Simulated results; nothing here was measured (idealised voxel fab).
Process module, titled voxel ribs on slabs
Section cut is 190 nm wide and gridded with 5 nm square cells.
Cross-section format: a grid of square cells, given as bands from top to bottom; each band is one or more rows of cells. This entry defines a band. It first specifies the height of the band's top and the height of its bottom in nm, and then specifies the band's materials from left to right, stating each material with its width in nm. The word "edge to edge" identifies a single material that fills the band from edge to edge, while the word "blank" identifies empty space. Beneath 0, the wafer as received is one material, and that level is where height counting begins. The lowest band goes on downward without a bottom; it is written like "0 nm and below". The two numbers in a width such as "30->40" mark its ends across the band: the first belongs to the top row of cells, the second to the bottom row, and from each row to the next the width moves by the same amount. Where the words "remained unchanged" appear for a step, the cross-section shows no cell changed by that step; every cell remained as before. Each empty space that has no open way to the top and spans at least 8 cells appears under "Completely sealed voids" as width x height at distance, the distance counted from the left edge, all in nm. Formally, on a step line, whatever follows the settings is a remark that the simulator itself makes on the step. "overlay nm" denotes, for a step that has a mask, the displacement of the mask to the right of its planned place, with negative values corresponding to the left.

PLANNED PROCESS STEPS
| 1 | RECEIVE | material Si |
| 2 | DIRECTIONAL_DEP | material SiO2 | thk nm 25 |
| 3 | DIRECTIONAL_DEP | material polySi | thk nm 15 |
| 4 | DIRECTIONAL_DEP | material aC | thk nm 15 |
| 5 | PATTERN | tone cover | mask id RIB | material resist | width nm 30 | thk nm 30 | overlay nm 0 |
| 6 | DIRECTIONAL_ETCH | etch materials aC | depth nm 15 |
| 7 | STRIP | etch materials resist |
| 8 | DIRECTIONAL_ETCH | etch materials polySi | depth nm 10 |
| 9 | STRIP | etch materials aC |
| 10 | DIRECTIONAL_DEP | material aC | thk nm 10 |
| 11 | PATTERN | tone cover | mask id SLAB | material resist | width nm 60 | thk nm 25 | overlay nm 0 |
| 12 | DIRECTIONAL_ETCH | etch materials aC | depth nm 10 |
| 13 | STRIP | etch materials resist |
| 14 | DIRECTIONAL_ETCH | etch materials polySi | depth nm 5 |
| 15 | STRIP | etch materials aC |
| 16 | FILL_DEP | material SiO2 | thk nm 15 |
| 17 | CMP | height nm 50 |
| 18 | DIRECTIONAL_DEP | material TiN | thk nm 5 |
| 19 | DIRECTIONAL_DEP | material aC | thk nm 10 |
| 20 | PATTERN | tone cover | mask id HEATER | material resist | width nm 30 | thk nm 30 | overlay nm 0 |
| 21 | DIRECTIONAL_ETCH | etch materials aC | depth nm 10 |
| 22 | STRIP | etch materials resist |
| 23 | DIRECTIONAL_ETCH | etch materials TiN | depth nm 5 |
| 24 | STRIP | etch materials aC |
| 25 | CONFORMAL_DEP | material SiO2 | thk nm 5 |
For this document, wafers share an identical start and vary in the step 20 width nm; the plan quotes the first wafer's value.

CROSS-SECTION, FIRST OF SEVERAL WAFERS, AS DELIVERED AFTER STEP 1
0 nm and below = Si edge to edge
Completely sealed voids: none

END OF MODULE, BY WAFER: MATERIAL-BY-MATERIAL CELL GAIN (+) OR LOSS (-) SINCE RECEIPT, THEN CLOSED VOIDS
width nm 30, +396 SiO2, +6 TiN, +24 polySi, Completely sealed voids: none
width nm 35, +396 SiO2, +7 TiN, +24 polySi, Completely sealed voids: none
width nm 40, +396 SiO2, +8 TiN, +24 polySi, Completely sealed voids: none
width nm 45, +396 SiO2, +9 TiN, +24 polySi, Completely sealed voids: none
width nm 50, +396 SiO2, +10 TiN, +24 polySi, Completely sealed voids: none
width nm 55, +396 SiO2, +11 TiN, +24 polySi, Completely sealed voids: none
